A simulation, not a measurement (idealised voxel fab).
You're looking at the process module voxel lift off.
Xsec cut, 150 nm wide, square cell size 5 nm.
Just so we're on the same page, the cross-sections are grids of square cells, and they're listed out in bands top to bottom, each band one or more rows deep.
Within each band entry, the heights of the top and of the bottom of the band appear first, in that order and in nm; the materials of the band then follow from left to right, each with its corresponding width in nm. The designation "full width" on a single material indicates that it fills the band from edge to edge; the designation "blank" indicates empty space.
Measure heights from 0. That's the level where, below it, the as-received wafer is all one material. The lowest band is bottomless and extends downward; write it as in "z 0 and below".
Quick explanation for "30->40": the width changes in equal steps down the rows of cells, from the first number in the band's top row to the second number in its bottom row.
It should be understood that the words "stayed the same", when stated for a given step, signify that the cross-section underwent no change in any of its cells during that step.
Empty spaces counting at least 8 cells and having no open way to the top are listed in "Sealed-off cavities". The notation width x height at distance is used for each, the distance being from the left edge and all three values in nm.
That trailing text on a step's line, after the settings, is the simulator's own remark on the step.
The line of a step may include "overlay nm". On a step with a mask, this value is how far to the right of its planned place the mask lay. A negative value means the mask lay to the left.

[Process steps foreseen in the plan]
1 RECEIVE | material Si
2 CONFORMAL_DEP | material Al2O3 | thk nm 10
3 PATTERN | tone open | mask id LINES | material resist | width nm 15 | pitch nm 35 | thk nm 25 | overlay nm 0
4 DIRECTIONAL_DEP | material Ru | thk nm 10
5 STRIP | etch materials resist
6 CONFORMAL_DEP | material SiCN | thk nm 5
Variable across wafers: step 6 thk nm (plan value is that of the first wafer; starting state common to all).

[First of several wafers, received after step 1, in cross-section]
> z 0 and below  Si full width
> Sealed-off cavities: none

[Table: wafers, a row each; end-of-module cell change per material since receipt, gain (+), loss (-); then closed voids]
thk nm 5, +60 Al2O3, +12 Ru, +38 SiCN, Sealed-off cavities: none
thk nm 10, +60 Al2O3, +12 Ru, +76 SiCN, Sealed-off cavities: none
thk nm 15, +60 Al2O3, +12 Ru, +110 SiCN, Sealed-off cavities: none
thk nm 20, +60 Al2O3, +12 Ru, +144 SiCN, Sealed-off cavities: none
thk nm 25, +60 Al2O3, +12 Ru, +178 SiCN, Sealed-off cavities: none
